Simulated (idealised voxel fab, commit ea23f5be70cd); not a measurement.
The name of this process module is voxel self aligned vias.
Section cut is 285 nm wide and gridded with 5 nm square cells.
A cross-section in this document is a grid of square cells, and it is written down as bands, the top band listed before the ones below it; a band is made up of one or more rows of cells.
Band: top height; bottom height; in nm. Then, left to right: material with width in nm, for each material. "throughout": a single material spanning edge to edge. "blank": empty space.
Heads up on the height convention: 0 is the point under which the incoming wafer is all one material, and the lowest band has no bottom, it just keeps going down, like "0 nm and below".
Top row gets the first number, bottom row gets the second, and each row in between changes by the same step: that is how a band width like "30 to 40" works.
For the purposes of this document, the phrase "same as before" attached to a step denotes that no cell within the cross-section was modified by that step.
Entry "Closed void catalog". Content: empty spaces with no open connection to the top, size 8 cells or greater. Each: width x height at distance. Distance: from left edge. Unit: nm.
If you see something after the settings on a step's line, that's the simulator's own remark about that step.
If you see "overlay nm" on a step's line and that step has a mask, it's telling you how far right of where it was planned the mask ended up; a negative number means it went left instead.

### Intended process steps
step 1: RECEIVE,material Si
step 2: CONFORMAL_DEP,material SiO2,thk nm 10
step 3: CONFORMAL_DEP,material SiCN,thk nm 5
step 4: DIRECTIONAL_DEP,material SiO2,thk nm 30
step 5: DIRECTIONAL_DEP,material aC,thk nm 10
step 6: PATTERN,tone open,mask id LINES,material resist,width nm 25,pitch nm 60,thk nm 25,overlay nm 0
step 7: DIRECTIONAL_ETCH,etch materials aC,depth nm 10
step 8: STRIP,etch materials resist
step 9: DIRECTIONAL_ETCH,etch materials SiO2,depth nm 30
step 10: STRIP,etch materials aC
step 11: CONFORMAL_DEP,material TiN,thk nm 5
step 12: FILL_DEP,material Ru,thk nm 10
step 13: CMP,height nm 45
step 14: SELECTIVE_ETCH,etch materials W Ru TiN,depth nm 10
step 15: FILL_DEP,material SiN,thk nm 10
step 16: CMP,height nm 45
step 17: DIRECTIONAL_DEP,material SiO2,thk nm 20
step 18: DIRECTIONAL_DEP,material aC,thk nm 10
step 19: PATTERN,tone open,mask id VIAS,material resist,width nm 45,pitch nm 60,thk nm 30,overlay nm 0
step 20: DIRECTIONAL_ETCH,etch materials aC,depth nm 10
step 21: STRIP,etch materials resist
step 22: DIRECTIONAL_ETCH,etch materials SiO2,depth nm 20
step 23: DIRECTIONAL_ETCH,etch materials SiN,depth nm 10
step 24: STRIP,etch materials aC
step 25: CONFORMAL_DEP,material TiN,thk nm 5
step 26: FILL_DEP,material Cu,thk nm 5
step 27: CMP,height nm 65
step 28: CONFORMAL_DEP,material SiN,thk nm 5

### Cross-sectional view of the wafer in its as-received condition, corresponding to the state after step 1
> 0 nm and below: Si throughout
> Closed void catalog: none

### The cross-section shown corresponds to the wafer at the conclusion of the module. The initial structure and the process plan are those presented above; however, one mistake occurred in executing the plan
> 70 nm to 65 nm: SiN throughout
> 65 nm to 50 nm: SiO2 60 nm; TiN 5 nm; Cu 35 nm; TiN 5 nm; SiO2 15 nm; TiN 5 nm; Cu 35 nm; TiN 5 nm; SiO2 15 nm; TiN 5 nm; Cu 35 nm; TiN 5 nm; SiO2 60 nm
> 50 nm to 45 nm: SiO2 60 nm; TiN 45 nm; SiO2 15 nm; TiN 45 nm; SiO2 15 nm; TiN 45 nm; SiO2 60 nm
> 45 nm to 40 nm: SiCN throughout
> 40 nm to 0 nm: SiO2 throughout
> 0 nm and below: Si throughout
> Closed void catalog: none
Plan not followed: contrary to the plan, steps 3 and 4 were processed in exchanged order
